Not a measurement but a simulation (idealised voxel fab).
The process module presented herein is designated voxel transistor to metal.
Pictured: cross-section cut, 150 nm wide, on a grid of 5 nm square cells.
Heads up, the way a cross-section reads in here is a grid of square cells, handed over as bands from the top down, with every band being one or more rows of cells. It is stipulated that each band's entry specify, in nanometres, the height of the top of the band and then that of its bottom, followed by the materials of the band in left-to-right sequence, each together with its width in nanometres. A single material marked by the word "edge to edge" is understood to fill the band from edge to edge; the word "air" is understood to denote empty space. Heights are measured from 0, the level below which the as-received wafer is all one material; the lowest band has no bottom and continues downward, written as in "z 0 and below". A width given as "30 to 40" starts at the first number in the band's top row and ends at the second number in its bottom row, shifting by an equal amount at every step from row to row. Key: "no change" - step with no changed cell in the cross-section. Any empty space of 8 cells or more lacking an open way to the top shows up in "Closed void listing" as width x height at distance, distance from the left edge, in nm. Whatever follows a step's settings on its line is a remark the simulator itself makes about that step. overlay nm: step with mask; distance mask lay right of planned place; negative value = left of planned place. Pairs ahead. Before: cross-section ahead of one process step. After: cross-section once the step is done, shown to the lowest changed band only. Under each pair: that step, with settings. Caution: pairs may come from different runs of this module on the same starting wafer; a pair follows the pair above only where its "Pre-step cross-section" entry says so.
-- Pre-step cross-section
- z 0 and below: Si edge to edge
- Closed void listing: none
-- Step Result
- z 5 to 0: SiO2 edge to edge
- At heights below 0, the structure remains unaltered.
- Closed void listing: none
The step occurring between the two cross-sections depicted above is identified as CONFORMAL_DEP, material SiO2, thk nm 5
Pre-step cross-section: per the after cross-section of the pair just above.
-- Step Result
- z 15 to 5: SiN edge to edge
- At heights below 5, the structure remains unaltered.
- Closed void listing: none
The step occurring between the two cross-sections depicted above is identified as CONFORMAL_DEP, material SiN, thk nm 10
Pre-step cross-section: per the after cross-section of the pair just above.
-- Step Result
- z 30 to 15: 25 air  95 resist  30 air
- At heights below 15, the structure remains unaltered.
- Closed void listing: none
The step occurring between the two cross-sections depicted above is identified as PATTERN, tone cover, mask id ACTIVE, material resist, width nm 95, thk nm 15, overlay nm 0
Pre-step cross-section: per the after cross-section of the pair just above.
-- Step Result
- z 30 to 15: 25 air  95 resist  30 air
- z 15 to 5: 25 air  95 SiN  30 air
- At heights below 5, the structure remains unaltered.
- Closed void listing: none
The step occurring between the two cross-sections depicted above is identified as DIRECTIONAL_ETCH, etch materials SiN, depth nm 10
Pre-step cross-section: per the after cross-section of the pair just above.
-- Step Result
- z 30 to 15: 25 air  95 resist  30 air
- z 15 to 5: 25 air  95 SiN  30 air
- z 5 to 0: 25 air  95 SiO2  30 air
- At heights below 0, the structure remains unaltered.
- Closed void listing: none
The step occurring between the two cross-sections depicted above is identified as DIRECTIONAL_ETCH, etch materials SiO2, depth nm 5
Pre-step cross-section: per the after cross-section of the pair just above.
-- Step Result
- z 30 to 15: 25 air  95 resist  30 air
- z 15 to 5: 25 air  95 SiN  30 air
- z 5 to 0: 25 air  95 SiO2  30 air
- z 0 to -25: 25 air  95 Si  30 air
- At heights below -25, the structure remains unaltered.
- Closed void listing: none
The step occurring between the two cross-sections depicted above is identified as DIRECTIONAL_ETCH, etch materials Si, depth nm 25
Pre-step cross-section: per the after cross-section of the pair just above.
-- Step Result
- z 15 to 5: 25 air  95 SiN  30 air
- At heights below 5, the structure remains unaltered.
- Closed void listing: none
The step occurring between the two cross-sections depicted above is identified as STRIP, etch materials resist
Pre-step cross-section: per the after cross-section of the pair just above.
-- Step Result
- z 15 to 5: 25 air  95 SiN  30 air
- z 5 to 0: 25 air  95 SiO2  30 air
- z 0 to -25: 25 air  5 SiO2  85 Si  5 SiO2  30 air
- z -25 to -30: 30 SiO2  85 Si  35 SiO2
- At heights below -30, the structure remains unaltered.
- Closed void listing: none
The step occurring between the two cross-sections depicted above is identified as OXIDIZE, depth nm 5
Pre-step cross-section: per the after cross-section of the pair just above.
-- Step Result
- z 25 to 15: SiO2 edge to edge
- z 15 to 5: 25 SiO2  95 SiN  30 SiO2
- z 5 to 0: SiO2 edge to edge
- z 0 to -30: 30 SiO2  85 Si  35 SiO2
- At heights below -30, the structure remains unaltered.
- Closed void listing: none
The step occurring between the two cross-sections depicted above is identified as FILL_DEP, material SiO2, thk nm 10
Pre-step cross-section: per the after cross-section of the pair just above.
-- Step Result
- z 15 to 5: 25 SiO2  95 SiN  30 SiO2
- At heights below 5, the structure remains unaltered.
- Closed void listing: none
The step occurring between the two cross-sections depicted above is identified as CMP, height nm 15
Pre-step cross-section: per the after cross-section of the pair just above.
-- Step Result
- z 15 to 10: 25 air  95 SiN  30 air
- At heights below 10, the structure remains unaltered.
- Closed void listing: none
The step occurring between the two cross-sections depicted above is identified as SELECTIVE_ETCH, etch materials SiO2, depth nm 5
Pre-step cross-section: per the after cross-section of the pair just above.
-- Step Result
- z 10 to 5: 25 SiO2  95 air  30 SiO2
- At heights below 5, the structure remains unaltered.
- Closed void listing: none
The step occurring between the two cross-sections depicted above is identified as STRIP, etch materials SiN
Pre-step cross-section: per the after cross-section of the pair just above.
-- Step Result
- z 5 to 0: 20 SiO2  105 air  25 SiO2
- At heights below 0, the structure remains unaltered.
- Closed void listing: none
The step occurring between the two cross-sections depicted above is identified as SELECTIVE_ETCH, etch materials SiO2, depth nm 5
Pre-step cross-section: per the after cross-section of the pair just above.
-- Step Result
- z 5 to 0: 20 SiO2  105 air  25 SiO2
- z 0 to -5: SiO2 edge to edge
- At heights below -5, the structure remains unaltered.
- Closed void listing: none
The step occurring between the two cross-sections depicted above is identified as OXIDIZE, depth nm 5
Pre-step cross-section: per the after cross-section of the pair just above.
-- Step Result
- z 35 to 30: 20 polySi  105 air  25 polySi
- z 30 to 5: polySi edge to edge
- z 5 to 0: 20 SiO2  105 polySi  25 SiO2
- At heights below 0, the structure remains unaltered.
- Closed void listing: none
The step occurring between the two cross-sections depicted above is identified as DIRECTIONAL_DEP, material polySi, thk nm 30
Pre-step cross-section: per the after cross-section of the pair just above.
-- Step Result
- z 45 to 40: 20 SiCN  105 air  25 SiCN
- z 40 to 35: SiCN edge to edge
- z 35 to 30: 20 polySi  105 SiCN  25 polySi
- At heights below 30, the structure remains unaltered.
- Closed void listing: none
The step occurring between the two cross-sections depicted above is identified as DIRECTIONAL_DEP, material SiCN, thk nm 10
Pre-step cross-section: per the after cross-section of the pair just above.
-- Step Result
- z 40 to 35: 65 air  15 SiCN  70 air
- z 35 to 30: 20 polySi  45 air  15 SiCN  45 air  25 polySi
- At heights below 30, the structure remains unaltered.
- Closed void listing: none
The step occurring between the two cross-sections depicted above is identified as MASKED_ETCH, tone cover, mask id GATE, width nm 15, etch materials SiCN, depth nm 20, overlay nm 0
Pre-step cross-section: per the after cross-section of the pair just above.
-- Step Result
- z 40 to 30: 65 air  15 SiCN  70 air
- z 30 to 5: 65 air  15 polySi  70 air
- z 5 to 0: 20 SiO2  45 air  15 polySi  45 air  25 SiO2
- At heights below 0, the structure remains unaltered.
- Closed void listing: none
The step occurring between the two cross-sections depicted above is identified as MASKED_ETCH, tone cover, mask id GATE, width nm 15, etch materials polySi, depth nm 40, overlay nm 0
Pre-step cross-section: per the after cross-section of the pair just above.
-- Step Result
- z 50 to 40: 55 air  35 SiN  60 air
- z 40 to 30: 55 air  10 SiN  15 SiCN  10 SiN  60 air
- z 30 to 15: 55 air  10 SiN  15 polySi  10 SiN  60 air
- z 15 to 10: 30 SiN  25 air  10 SiN  15 polySi  10 SiN  25 air  35 SiN
- z 10 to 5: 65 SiN  15 polySi  70 SiN
- z 5 to 0: 20 SiO2  45 SiN  15 polySi  45 SiN  25 SiO2
- At heights below 0, the structure remains unaltered.
- Closed void listing: none
The step occurring between the two cross-sections depicted above is identified as CONFORMAL_DEP, material SiN, thk nm 10
Pre-step cross-section: per the after cross-section of the pair just above.
-- Step Result
- z 40 to 30: 55 air  10 SiN  15 SiCN  10 SiN  60 air
- z 30 to 5: 55 air  10 SiN  15 polySi  10 SiN  60 air
- z 5 to 0: 20 SiO2  10 SiN  25 air  10 SiN  15 polySi  10 SiN  25 air  10 SiN  25 SiO2
- At heights below 0, the structure remains unaltered.
- Closed void listing: none
The step occurring between the two cross-sections depicted above is identified as DIRECTIONAL_ETCH, etch materials SiN, depth nm 10
Pre-step cross-section: per the after cross-section of the pair just above.
-- Step Result
- z 40 to 30: 55 air  10 SiN  15 SiCN  10 SiN  60 air
- z 30 to 5: 55 air  10 SiN  15 polySi  10 SiN  60 air
- z 5 to 0: 20 air  10 SiN  25 air  10 SiN  15 polySi  10 SiN  25 air  10 SiN  25 air
- z 0 to -5: 30 SiO2  25 air  35 SiO2  25 air  35 SiO2
- At heights below -5, the structure remains unaltered.
- Closed void listing: none
The step occurring between the two cross-sections depicted above is identified as DIRECTIONAL_ETCH, etch materials SiO2, depth nm 5
Pre-step cross-section: per the after cross-section of the pair just above.
-- Step Result
- z 40 to 30: 55 air  10 SiN  15 SiCN  10 SiN  60 air
- z 30 to 5: 55 air  10 SiN  15 polySi  10 SiN  60 air
- z 5 to 0: 20 air  10 SiN  25 air  10 SiN  15 polySi  10 SiN  25 air  10 SiN  25 air
- z 0 to -5: 30 SiO2  25 air  35 SiO2  25 air  35 SiO2
- z -5 to -15: 30 SiO2  25 air  35 Si  25 air  35 SiO2
- At heights below -15, the structure remains unaltered.
- Closed void listing: none
The step occurring between the two cross-sections depicted above is identified as DIRECTIONAL_ETCH, etch materials Si, depth nm 10
Pre-step cross-section: per the after cross-section of the pair just above.
-- Step Result
- z 40 to 30: 55 air  10 SiN  15 SiCN  10 SiN  60 air
- z 30 to 5: 55 air  10 SiN  15 polySi  10 SiN  60 air
- z 5 to 0: 20 air  10 SiN  15 air  10 pSi  10 SiN  15 polySi  10 SiN  10 pSi  15 air  10 SiN  25 air
- z 0 to -5: 30 SiO2  15 air  10 pSi  35 SiO2  10 pSi  15 air  35 SiO2
- z -5 to -15: 30 SiO2  25 pSi  35 Si  25 pSi  35 SiO2
- At heights below -15, the structure remains unaltered.
- Closed void listing: none
The step occurring between the two cross-sections depicted above is identified as EPI, material pSi, thk nm 10
Pre-step cross-section: per the after cross-section of the pair just above.
-- Step Result
- z 45 to 40: SiO2 edge to edge
- z 40 to 30: 55 SiO2  10 SiN  15 SiCN  10 SiN  60 SiO2
- z 30 to 5: 55 SiO2  10 SiN  15 polySi  10 SiN  60 SiO2
- z 5 to 0: 20 SiO2  10 SiN  15 SiO2  10 pSi  10 SiN  15 polySi  10 SiN  10 pSi  15 SiO2  10 SiN  25 SiO2
- z 0 to -5: 45 SiO2  10 pSi  35 SiO2  10 pSi  50 SiO2
- At heights below -5, the structure remains unaltered.
- Closed void listing: none
The step occurring between the two cross-sections depicted above is identified as FILL_DEP, material SiO2, thk nm 5
Pre-step cross-section: per the after cross-section of the pair just above.
-- Step Result
- z 40 to 30: 55 SiO2  10 SiN  15 SiCN  10 SiN  60 SiO2
- At heights below 30, the structure remains unaltered.
- Closed void listing: none
The step occurring between the two cross-sections depicted above is identified as CMP, height nm 40
Pre-step cross-section: per the after cross-section of the pair just above.
-- Step Result
- z 55 to 40: SiO2 edge to edge
- At heights below 40, the structure remains unaltered.
- Closed void listing: none
The step occurring between the two cross-sections depicted above is identified as DIRECTIONAL_DEP, material SiO2, thk nm 15
Pre-step cross-section: per the after cross-section of the pair just above.
-- Step Result
- z 55 to 40: 30 SiO2  20 air  45 SiO2  20 air  35 SiO2
- z 40 to 30: 30 SiO2  20 air  5 SiO2  10 SiN  15 SiCN  10 SiN  5 SiO2  20 air  35 SiO2
- z 30 to 5: 30 SiO2  20 air  5 SiO2  10 SiN  15 polySi  10 SiN  5 SiO2  20 air  35 SiO2
- z 5 to 0: 20 SiO2  10 SiN  15 air  10 pSi  10 SiN  15 polySi  10 SiN  10 pSi  15 air  10 SiN  25 SiO2
- z 0 to -5: 30 SiO2  15 air  10 pSi  35 SiO2  10 pSi  15 air  35 SiO2
- At heights below -5, the structure remains unaltered.
- Closed void listing: none
The step occurring between the two cross-sections depicted above is identified as MASKED_ETCH, tone open, mask id CONTACT, width nm 20, pitch nm 65, etch materials SiO2, depth nm 60, overlay nm 0
Pre-step cross-section: per the after cross-section of the pair just above.
-- Step Result
- z 60 to 55: 35 TiN  10 air  55 TiN  10 air  40 TiN
- z 55 to 40: 30 SiO2  5 TiN  10 air  5 TiN  45 SiO2  5 TiN  10 air  5 TiN  35 SiO2
- z 40 to 30: 30 SiO2  5 TiN  10 air  5 TiN  5 SiO2  10 SiN  15 SiCN  10 SiN  5 SiO2  5 TiN  10 air  5 TiN  35 SiO2
- z 30 to 10: 30 SiO2  5 TiN  10 air  5 TiN  5 SiO2  10 SiN  15 polySi  10 SiN  5 SiO2  5 TiN  10 air  5 TiN  35 SiO2
- z 10 to 5: 30 SiO2  5 TiN  5 air  10 TiN  5 SiO2  10 SiN  15 polySi  10 SiN  5 SiO2  10 TiN  5 air  5 TiN  35 SiO2
- z 5 to 0: 20 SiO2  10 SiN  5 TiN  5 air  5 TiN  10 pSi  10 SiN  15 polySi  10 SiN  10 pSi  5 TiN  5 air  5 TiN  10 SiN  25 SiO2
- z 0 to -5: 30 SiO2  15 TiN  10 pSi  35 SiO2  10 pSi  15 TiN  35 SiO2
- At heights below -5, the structure remains unaltered.
- Closed void listing: none
The step occurring between the two cross-sections depicted above is identified as CONFORMAL_DEP, material TiN, thk nm 5
Pre-step cross-section: per the after cross-section of the pair just above.
-- Step Result
- z 65 to 60: Ru edge to edge
- z 60 to 55: 35 TiN  10 Ru  55 TiN  10 Ru  40 TiN
- z 55 to 40: 30 SiO2  5 TiN  10 Ru  5 TiN  45 SiO2  5 TiN  10 Ru  5 TiN  35 SiO2
- z 40 to 30: 30 SiO2  5 TiN  10 Ru  5 TiN  5 SiO2  10 SiN  15 SiCN  10 SiN  5 SiO2  5 TiN  10 Ru  5 TiN  35 SiO2
- z 30 to 10: 30 SiO2  5 TiN  10 Ru  5 TiN  5 SiO2  10 SiN  15 polySi  10 SiN  5 SiO2  5 TiN  10 Ru  5 TiN  35 SiO2
- z 10 to 5: 30 SiO2  5 TiN  5 Ru  10 TiN  5 SiO2  10 SiN  15 polySi  10 SiN  5 SiO2  10 TiN  5 Ru  5 TiN  35 SiO2
- z 5 to 0: 20 SiO2  10 SiN  5 TiN  5 Ru  5 TiN  10 pSi  10 SiN  15 polySi  10 SiN  10 pSi  5 TiN  5 Ru  5 TiN  10 SiN  25 SiO2
- At heights below 0, the structure remains unaltered.
- Closed void listing: none
The step occurring between the two cross-sections depicted above is identified as FILL_DEP, material Ru, thk nm 5
Pre-step cross-section: per the after cross-section of the pair just above.
-- Step Result
- z 55 to 40: 30 SiO2  5 TiN  10 Ru  5 TiN  45 SiO2  5 TiN  10 Ru  5 TiN  35 SiO2
- At heights below 40, the structure remains unaltered.
- Closed void listing: none
The step occurring between the two cross-sections depicted above is identified as CMP, height nm 55
Pre-step cross-section: per the after cross-section of the pair just above.
-- Step Result
- z 60 to 55: SiCN edge to edge
- At heights below 55, the structure remains unaltered.
- Closed void listing: none
The step occurring between the two cross-sections depicted above is identified as CONFORMAL_DEP, material SiCN, thk nm 5
Pre-step cross-section: per the after cross-section of the pair just above.
-- Step Result
- z 80 to 60: SiO2 edge to edge
- At heights below 60, the structure remains unaltered.
- Closed void listing: none
The step occurring between the two cross-sections depicted above is identified as DIRECTIONAL_DEP, material SiO2, thk nm 20
Pre-step cross-section: per the after cross-section of the pair just above.
-- Step Result
- z 95 to 80: 30 resist  20 air  45 resist  20 air  35 resist
- At heights below 80, the structure remains unaltered.
- Closed void listing: none
The step occurring between the two cross-sections depicted above is identified as PATTERN, tone open, mask id METAL_1, material resist, width nm 20, pitch nm 65, thk nm 15, overlay nm 0
Pre-step cross-section: per the after cross-section of the pair just above.
-- Step Result
- z 95 to 80: 30 resist  20 air  45 resist  20 air  35 resist
- z 80 to 60: 30 SiO2  20 air  45 SiO2  20 air  35 SiO2
- At heights below 60, the structure remains unaltered.
- Closed void listing: none
The step occurring between the two cross-sections depicted above is identified as DIRECTIONAL_ETCH, etch materials SiO2, depth nm 20
Pre-step cross-section: per the after cross-section of the pair just above.
-- Step Result
- z 95 to 80: 30 resist  20 air  45 resist  20 air  35 resist
- z 80 to 60: 30 SiO2  20 air  45 SiO2  20 air  35 SiO2
- z 60 to 55: 30 SiCN  20 air  45 SiCN  20 air  35 SiCN
- At heights below 55, the structure remains unaltered.
- Closed void listing: none
The step occurring between the two cross-sections depicted above is identified as DIRECTIONAL_ETCH, etch materials SiCN, depth nm 5
Pre-step cross-section: per the after cross-section of the pair just above.
-- Step Result
- z 80 to 60: 30 SiO2  20 air  45 SiO2  20 air  35 SiO2
- At heights below 60, the structure remains unaltered.
- Closed void listing: none
The step occurring between the two cross-sections depicted above is identified as STRIP, etch materials resist
Pre-step cross-section: per the after cross-section of the pair just above.
-- Step Result
- z 85 to 80: 35 TiN  10 air  55 TiN  10 air  40 TiN
- z 80 to 60: 30 SiO2  5 TiN  10 air  5 TiN  45 SiO2  5 TiN  10 air  5 TiN  35 SiO2
- z 60 to 55: 30 SiCN  20 TiN  45 SiCN  20 TiN  35 SiCN
- At heights below 55, the structure remains unaltered.
- Closed void listing: none
The step occurring between the two cross-sections depicted above is identified as CONFORMAL_DEP, material TiN, thk nm 5
Pre-step cross-section: per the after cross-section of the pair just above.
-- Step Result
- z 90 to 85: Cu edge to edge
- z 85 to 80: 35 TiN  10 Cu  55 TiN  10 Cu  40 TiN
- z 80 to 60: 30 SiO2  5 TiN  10 Cu  5 TiN  45 SiO2  5 TiN  10 Cu  5 TiN  35 SiO2
- At heights below 60, the structure remains unaltered.
- Closed void listing: none
The step occurring between the two cross-sections depicted above is identified as FILL_DEP, material Cu, thk nm 5
Pre-step cross-section: per the after cross-section of the pair just above.
-- Step Result
- z 80 to 60: 30 SiO2  5 TiN  10 Cu  5 TiN  45 SiO2  5 TiN  10 Cu  5 TiN  35 SiO2
- At heights below 60, the structure remains unaltered.
- Closed void listing: none
The step occurring between the two cross-sections depicted above is identified as CMP, height nm 80
Pre-step cross-section: per the after cross-section of the pair just above.
-- Step Result
- z 85 to 80: SiN edge to edge
- At heights below 80, the structure remains unaltered.
- Closed void listing: none
The step occurring between the two cross-sections depicted above is identified as CONFORMAL_DEP, material SiN, thk nm 5
-- Pre-step cross-section
- z 0 and below: Si edge to edge
- Closed void listing: none
-- Step Result
- z 10 to 0: SiN edge to edge
- At heights below 0, the structure remains unaltered.
- Closed void listing: none
The step occurring between the two cross-sections depicted above is identified as CONFORMAL_DEP, material SiN, thk nm 10
Pre-step cross-section: per the after cross-section of the pair just above.
-- Step Result
- z 25 to 10: 25 air  95 resist  30 air
- At heights below 10, the structure remains unaltered.
- Closed void listing: none
The step occurring between the two cross-sections depicted above is identified as PATTERN, tone cover, mask id ACTIVE, material resist, width nm 95, thk nm 15, overlay nm 0
Pre-step cross-section: per the after cross-section of the pair just above.
-- Step Result
- z 25 to 10: 25 air  95 resist  30 air
- z 10 to 0: 25 air  95 SiN  30 air
- At heights below 0, the structure remains unaltered.
- Closed void listing: none
The step occurring between the two cross-sections depicted above is identified as DIRECTIONAL_ETCH, etch materials SiN, depth nm 10
Pre-step cross-section: per the after cross-section of the pair just above.
-- Step Result
- z 25 to 10: 25 air  95 resist  30 air
- z 10 to 0: 25 air  95 SiN  30 air
- z 0 to -25: 25 air  95 Si  30 air
- At heights below -25, the structure remains unaltered.
- Closed void listing: none
The step occurring between the two cross-sections depicted above is identified as DIRECTIONAL_ETCH, etch materials Si, depth nm 25
Pre-step cross-section: per the after cross-section of the pair just above.
-- Step Result
- z 10 to 0: 25 air  95 SiN  30 air
- At heights below 0, the structure remains unaltered.
- Closed void listing: none
The step occurring between the two cross-sections depicted above is identified as STRIP, etch materials resist
Pre-step cross-section: per the after cross-section of the pair just above.
-- Step Result
- z 10 to 0: 25 air  95 SiN  30 air
- z 0 to -25: 25 air  5 SiO2  85 Si  5 SiO2  30 air
- z -25 to -30: 30 SiO2  85 Si  35 SiO2
- At heights below -30, the structure remains unaltered.
- Closed void listing: none
The step occurring between the two cross-sections depicted above is identified as OXIDIZE, depth nm 5
Pre-step cross-section: per the after cross-section of the pair just above.
-- Step Result
- z 20 to 10: SiO2 edge to edge
- z 10 to 0: 25 SiO2  95 SiN  30 SiO2
- z 0 to -30: 30 SiO2  85 Si  35 SiO2
- At heights below -30, the structure remains unaltered.
- Closed void listing: none
The step occurring between the two cross-sections depicted above is identified as FILL_DEP, material SiO2, thk nm 10
Pre-step cross-section: per the after cross-section of the pair just above.
-- Step Result
- z 15 to 10: SiO2 edge to edge
- At heights below 10, the structure remains unaltered.
- Closed void listing: none
The step occurring between the two cross-sections depicted above is identified as CMP, height nm 15
Pre-step cross-section: per the after cross-section of the pair just above.
-- Step Result
- z 10 to 0: 25 SiO2  95 SiN  30 SiO2
- At heights below 0, the structure remains unaltered.
- Closed void listing: none
The step occurring between the two cross-sections depicted above is identified as SELECTIVE_ETCH, etch materials SiO2, depth nm 5
Pre-step cross-section: per the after cross-section of the pair just above.
-- Step Result
- z 10 to 0: 25 SiO2  95 air  30 SiO2
- At heights below 0, the structure remains unaltered.
- Closed void listing: none
The step occurring between the two cross-sections depicted above is identified as STRIP, etch materials SiN
Pre-step cross-section: per the after cross-section of the pair just above.
-- Step Result
- z 5 to 0: 20 SiO2  105 air  25 SiO2
- z 0 to -5: 20 SiO2  10 air  85 Si  10 air  25 SiO2
- At heights below -5, the structure remains unaltered.
- Closed void listing: none
The step occurring between the two cross-sections depicted above is identified as SELECTIVE_ETCH, etch materials SiO2, depth nm 5
Pre-step cross-section: per the after cross-section of the pair just above.
-- Step Result
- z 5 to 0: 20 SiO2  105 air  25 SiO2
- z 0 to -5: 20 SiO2  10 air  85 SiO2  10 air  25 SiO2
- z -5 to -10: 35 SiO2  75 Si  40 SiO2
- At heights below -10, the structure remains unaltered.
- Closed void listing: none
The step occurring between the two cross-sections depicted above is identified as OXIDIZE, depth nm 5
Pre-step cross-section: per the after cross-section of the pair just above.
-- Step Result
- z 35 to 30: 20 polySi  105 air  25 polySi
- z 30 to 25: 20 polySi  10 air  85 polySi  10 air  25 polySi
- z 25 to 5: polySi edge to edge
- z 5 to 0: 20 SiO2  105 polySi  25 SiO2
- z 0 to -5: 20 SiO2  10 polySi  85 SiO2  10 polySi  25 SiO2
- At heights below -5, the structure remains unaltered.
- Closed void listing: none
The step occurring between the two cross-sections depicted above is identified as DIRECTIONAL_DEP, material polySi, thk nm 30
Pre-step cross-section: per the after cross-section of the pair just above.
-- Step Result
- z 45 to 40: 20 SiCN  105 air  25 SiCN
- z 40 to 35: 20 SiCN  10 air  85 SiCN  10 air  25 SiCN
- z 35 to 30: 20 polySi  105 SiCN  25 polySi
- z 30 to 25: 20 polySi  10 SiCN  85 polySi  10 SiCN  25 polySi
- At heights below 25, the structure remains unaltered.
- Closed void listing: none
The step occurring between the two cross-sections depicted above is identified as DIRECTIONAL_DEP, material SiCN, thk nm 10
Pre-step cross-section: per the after cross-section of the pair just above.
-- Step Result
- z 40 to 35: 65 air  15 SiCN  70 air
- z 35 to 30: 20 polySi  45 air  15 SiCN  45 air  25 polySi
- z 30 to 25: 20 polySi  10 air  85 polySi  10 air  25 polySi
- At heights below 25, the structure remains unaltered.
- Closed void listing: none
The step occurring between the two cross-sections depicted above is identified as MASKED_ETCH, tone cover, mask id GATE, width nm 15, etch materials SiCN, depth nm 20, overlay nm 0
Pre-step cross-section: per the after cross-section of the pair just above.
-- Step Result
- z 40 to 30: 65 air  15 SiCN  70 air
- z 30 to 5: 65 air  15 polySi  70 air
- z 5 to 0: 20 SiO2  45 air  15 polySi  45 air  25 SiO2
- z 0 to -5: 20 SiO2  10 air  85 SiO2  10 air  25 SiO2
- At heights below -5, the structure remains unaltered.
- Closed void listing: none
The step occurring between the two cross-sections depicted above is identified as MASKED_ETCH, tone cover, mask id GATE, width nm 15, etch materials polySi, depth nm 40, overlay nm 0
Pre-step cross-section: per the after cross-section of the pair just above.
-- Step Result
- z 50 to 40: 55 air  35 SiN  60 air
- z 40 to 30: 55 air  10 SiN  15 SiCN  10 SiN  60 air
- z 30 to 15: 55 air  10 SiN  15 polySi  10 SiN  60 air
- z 15 to 10: 30 SiN  25 air  10 SiN  15 polySi  10 SiN  25 air  35 SiN
- z 10 to 5: 65 SiN  15 polySi  70 SiN
- z 5 to 0: 20 SiO2  45 SiN  15 polySi  45 SiN  25 SiO2
- z 0 to -5: 20 SiO2  10 SiN  85 SiO2  10 SiN  25 SiO2
- At heights below -5, the structure remains unaltered.
- Closed void listing: none
The step occurring between the two cross-sections depicted above is identified as CONFORMAL_DEP, material SiN, thk nm 10
Pre-step cross-section: per the after cross-section of the pair just above.
-- Step Result
- z 40 to 30: 55 air  10 SiN  15 SiCN  10 SiN  60 air
- z 30 to 5: 55 air  10 SiN  15 polySi  10 SiN  60 air
- z 5 to 0: 20 SiO2  10 SiN  25 air  10 SiN  15 polySi  10 SiN  25 air  10 SiN  25 SiO2
- At heights below 0, the structure remains unaltered.
- Closed void listing: none
The step occurring between the two cross-sections depicted above is identified as DIRECTIONAL_ETCH, etch materials SiN, depth nm 10
Pre-step cross-section: per the after cross-section of the pair just above.
-- Step Result
- z 40 to 30: 55 air  10 SiN  15 SiCN  10 SiN  60 air
- z 30 to 5: 55 air  10 SiN  15 polySi  10 SiN  60 air
- z 5 to 0: 20 air  10 SiN  25 air  10 SiN  15 polySi  10 SiN  25 air  10 SiN  25 air
- z 0 to -5: 20 SiO2  10 SiN  25 air  35 SiO2  25 air  10 SiN  25 SiO2
- At heights below -5, the structure remains unaltered.
- Closed void listing: none
The step occurring between the two cross-sections depicted above is identified as DIRECTIONAL_ETCH, etch materials SiO2, depth nm 5
Pre-step cross-section: per the after cross-section of the pair just above.
-- Step Result
- z 40 to 30: 55 air  10 SiN  15 SiCN  10 SiN  60 air
- z 30 to 5: 55 air  10 SiN  15 polySi  10 SiN  60 air
- z 5 to 0: 20 air  10 SiN  25 air  10 SiN  15 polySi  10 SiN  25 air  10 SiN  25 air
- z 0 to -5: 20 SiO2  10 SiN  25 air  35 SiO2  25 air  10 SiN  25 SiO2
- z -5 to -10: 35 SiO2  20 air  35 Si  20 air  40 SiO2
- z -10 to -15: 30 SiO2  5 Si  20 air  35 Si  20 air  5 Si  35 SiO2
- At heights below -15, the structure remains unaltered.
- Closed void listing: none
The step occurring between the two cross-sections depicted above is identified as DIRECTIONAL_ETCH, etch materials Si, depth nm 10
Pre-step cross-section: per the after cross-section of the pair just above.
-- Step Result
- z 40 to 30: 55 air  10 SiN  15 SiCN  10 SiN  60 air
- z 30 to 5: 55 air  10 SiN  15 polySi  10 SiN  60 air
- z 5 to 0: 20 air  10 SiN  15 air  10 pSi  10 SiN  15 polySi  10 SiN  10 pSi  15 air  10 SiN  25 air
- z 0 to -5: 20 SiO2  10 SiN  25 pSi  35 SiO2  25 pSi  10 SiN  25 SiO2
- z -5 to -10: 35 SiO2  20 pSi  35 Si  20 pSi  40 SiO2
- z -10 to -15: 30 SiO2  5 Si  20 pSi  35 Si  20 pSi  5 Si  35 SiO2
- At heights below -15, the structure remains unaltered.
- Closed void listing: none
The step occurring between the two cross-sections depicted above is identified as EPI, material pSi, thk nm 10
Pre-step cross-section: per the after cross-section of the pair just above.
-- Step Result
- z 45 to 40: SiO2 edge to edge
- z 40 to 30: 55 SiO2  10 SiN  15 SiCN  10 SiN  60 SiO2
- z 30 to 5: 55 SiO2  10 SiN  15 polySi  10 SiN  60 SiO2
- z 5 to 0: 20 SiO2  10 SiN  15 SiO2  10 pSi  10 SiN  15 polySi  10 SiN  10 pSi  15 SiO2  10 SiN  25 SiO2
- At heights below 0, the structure remains unaltered.
- Closed void listing: none
The step occurring between the two cross-sections depicted above is identified as FILL_DEP, material SiO2, thk nm 5
Pre-step cross-section: per the after cross-section of the pair just above.
-- Step Result
- z 40 to 30: 55 SiO2  10 SiN  15 SiCN  10 SiN  60 SiO2
- At heights below 30, the structure remains unaltered.
- Closed void listing: none
The step occurring between the two cross-sections depicted above is identified as CMP, height nm 40
Pre-step cross-section: per the after cross-section of the pair just above.
-- Step Result
- z 55 to 40: SiO2 edge to edge
- At heights below 40, the structure remains unaltered.
- Closed void listing: none
The step occurring between the two cross-sections depicted above is identified as DIRECTIONAL_DEP, material SiO2, thk nm 15
Pre-step cross-section: per the after cross-section of the pair just above.
-- Step Result
- z 55 to 40: 30 SiO2  20 air  45 SiO2  20 air  35 SiO2
- z 40 to 30: 30 SiO2  20 air  5 SiO2  10 SiN  15 SiCN  10 SiN  5 SiO2  20 air  35 SiO2
- z 30 to 5: 30 SiO2  20 air  5 SiO2  10 SiN  15 polySi  10 SiN  5 SiO2  20 air  35 SiO2
- z 5 to 0: 20 SiO2  10 SiN  15 air  10 pSi  10 SiN  15 polySi  10 SiN  10 pSi  15 air  10 SiN  25 SiO2
- At heights below 0, the structure remains unaltered.
- Closed void listing: none
The step occurring between the two cross-sections depicted above is identified as MASKED_ETCH, tone open, mask id CONTACT, width nm 20, pitch nm 65, etch materials SiO2, depth nm 60, overlay nm 0
Pre-step cross-section: per the after cross-section of the pair just above.
-- Step Result
- z 60 to 55: 35 TiN  10 air  55 TiN  10 air  40 TiN
- z 55 to 40: 30 SiO2  5 TiN  10 air  5 TiN  45 SiO2  5 TiN  10 air  5 TiN  35 SiO2
- z 40 to 30: 30 SiO2  5 TiN  10 air  5 TiN  5 SiO2  10 SiN  15 SiCN  10 SiN  5 SiO2  5 TiN  10 air  5 TiN  35 SiO2
- z 30 to 10: 30 SiO2  5 TiN  10 air  5 TiN  5 SiO2  10 SiN  15 polySi  10 SiN  5 SiO2  5 TiN  10 air  5 TiN  35 SiO2
- z 10 to 5: 30 SiO2  5 TiN  5 air  10 TiN  5 SiO2  10 SiN  15 polySi  10 SiN  5 SiO2  10 TiN  5 air  5 TiN  35 SiO2
- z 5 to 0: 20 SiO2  10 SiN  15 TiN  10 pSi  10 SiN  15 polySi  10 SiN  10 pSi  15 TiN  10 SiN  25 SiO2
- At heights below 0, the structure remains unaltered.
- Closed void listing: none
The step occurring between the two cross-sections depicted above is identified as CONFORMAL_DEP, material TiN, thk nm 5
